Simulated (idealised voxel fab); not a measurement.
Process module, titled voxel capacitor over wiring
The width of the displayed cross-section, cut, is 265 nm; its cells are square, with a size of 5 nm.
Bands, listed from the top down, are how a cross-section gets written in this document; the cross-section itself is a grid of square cells, and a band is one or more rows of them. It is stipulated that each band's entry specify, in nanometres, the height of the top of the band and then that of its bottom, followed by the materials of the band in left-to-right sequence, each together with its width in nanometres. A single material marked by the word "all across" is understood to fill the band from edge to edge; the word "blank" is understood to denote empty space. All heights in this document are referenced to 0, defined as the level beneath which the wafer, as received, consists entirely of one material. The lowest band is not bounded below; it extends indefinitely downward and is written in the form "z 0 and below". Width spec "30 to 40" -> top row of cells at first value, bottom row at second value, equal per-row change in between. It should be understood that the words "nothing got changed", when stated for a given step, signify that the cross-section underwent no change in any of its cells during that step. "Closed internal cavities": empty spaces of 8 cells or more with no open way to the top, each given as width x height at distance, distance from the left edge, all in nm. The remark found on a step's line after its settings is issued by the simulator itself and pertains to that step. overlay nm: for a step with a mask, the amount by which the mask lay right of where it was planned; a negative amount means left of it.
## Here's what the planned process steps look like
1 op RECEIVE | material Si
2 op CONFORMAL_DEP | material SiO2 | thk nm 10
3 op DIRECTIONAL_DEP | material TiN | thk nm 5
4 op DIRECTIONAL_DEP | material Ru | thk nm 15
5 op PATTERN | tone cover | mask id METAL_1 | material resist | width nm 30 | pitch nm 100 | thk nm 15 | overlay nm 0
6 op DIRECTIONAL_ETCH | etch materials Ru | depth nm 15
7 op DIRECTIONAL_ETCH | etch materials TiN | depth nm 5
8 op STRIP | etch materials resist
9 op FILL_DEP | material SiO2 | thk nm 10
10 op CMP | height nm 30
11 op CONFORMAL_DEP | material SiCN | thk nm 5
12 op DIRECTIONAL_DEP | material SiO2 | thk nm 20
13 op PATTERN | tone open | mask id PLUG_1 | material resist | width nm 15 | thk nm 20 | overlay nm 0
14 op DIRECTIONAL_ETCH | etch materials SiO2 | depth nm 20
15 op DIRECTIONAL_ETCH | etch materials SiCN | depth nm 5
16 op STRIP | etch materials resist
17 op CONFORMAL_DEP | material TiN | thk nm 5
18 op FILL_DEP | material W | thk nm 5
19 op CMP | height nm 55
20 op DIRECTIONAL_DEP | material TiN | thk nm 10
21 op DIRECTIONAL_DEP | material SiN | thk nm 5
22 op DIRECTIONAL_DEP | material TiN | thk nm 5
23 op DIRECTIONAL_DEP | material aC | thk nm 10
24 op PATTERN | tone cover | mask id UPPER_PLATE | material resist | width nm 75 | thk nm 30 | overlay nm 0
25 op DIRECTIONAL_ETCH | etch materials aC | depth nm 10
26 op STRIP | etch materials resist
27 op DIRECTIONAL_ETCH | etch materials TiN | depth nm 5
28 op DIRECTIONAL_ETCH | etch materials SiN | depth nm 5
29 op STRIP | etch materials aC
30 op DIRECTIONAL_DEP | material aC | thk nm 15
31 op PATTERN | tone cover | mask id LOWER_PLATE | material resist | width nm 85 | thk nm 30 | overlay nm 0
32 op DIRECTIONAL_ETCH | etch materials aC | depth nm 15
33 op STRIP | etch materials resist
34 op DIRECTIONAL_ETCH | etch materials TiN | depth nm 10
35 op STRIP | etch materials aC
36 op FILL_DEP | material SiO2 | thk nm 15
37 op CMP | height nm 85
38 op DIRECTIONAL_DEP | material aC | thk nm 15
39 op PATTERN | tone open | mask id PLUG_2 | material resist | width nm 15 | thk nm 30 | overlay nm 0
40 op DIRECTIONAL_ETCH | etch materials aC | depth nm 15
41 op STRIP | etch materials resist
42 op DIRECTIONAL_ETCH | etch materials SiO2 | depth nm 10
43 op STRIP | etch materials aC
44 op CONFORMAL_DEP | material TiN | thk nm 5
45 op FILL_DEP | material Cu | thk nm 5
46 op CMP | height nm 85
47 op CONFORMAL_DEP | material SiN | thk nm 5
## Wafer as received: cross-section following step 1
* z 0 and below  Si all across
* Closed internal cavities: none
## Post-module cross-section: identical start and plan to those above, one misstep in execution
* z 90 to 85  SiN all across
* z 85 to 80  SiO2 90  TiN 5  Cu 5  TiN 5  SiO2 160
* z 80 to 70  SiO2 90 to 80  TiN 15 to 75  SiO2 160 to 110
* z 70 to 65  SiO2 80  SiN 75  SiO2 110
* z 65 to 55  SiO2 75  TiN 85  SiO2 105
* z 55 to 35  SiO2 80  TiN 5  aC 5  TiN 5  SiO2 170
* z 35 to 30  SiCN 80  TiN 15  SiCN 170
* z 30 to 15  SiO2 65  Ru 30  SiO2 70  Ru 30  SiO2 70
* z 15 to 10  SiO2 65  TiN 30  SiO2 70  TiN 30  SiO2 70
* z 10 to 0  SiO2 all across
* z 0 and below  Si all across
* Closed internal cavities: none
Here's what went sideways: note that step 18 departed from the planned setting and was carried out as op FILL_DEP | material aC | thk nm 5
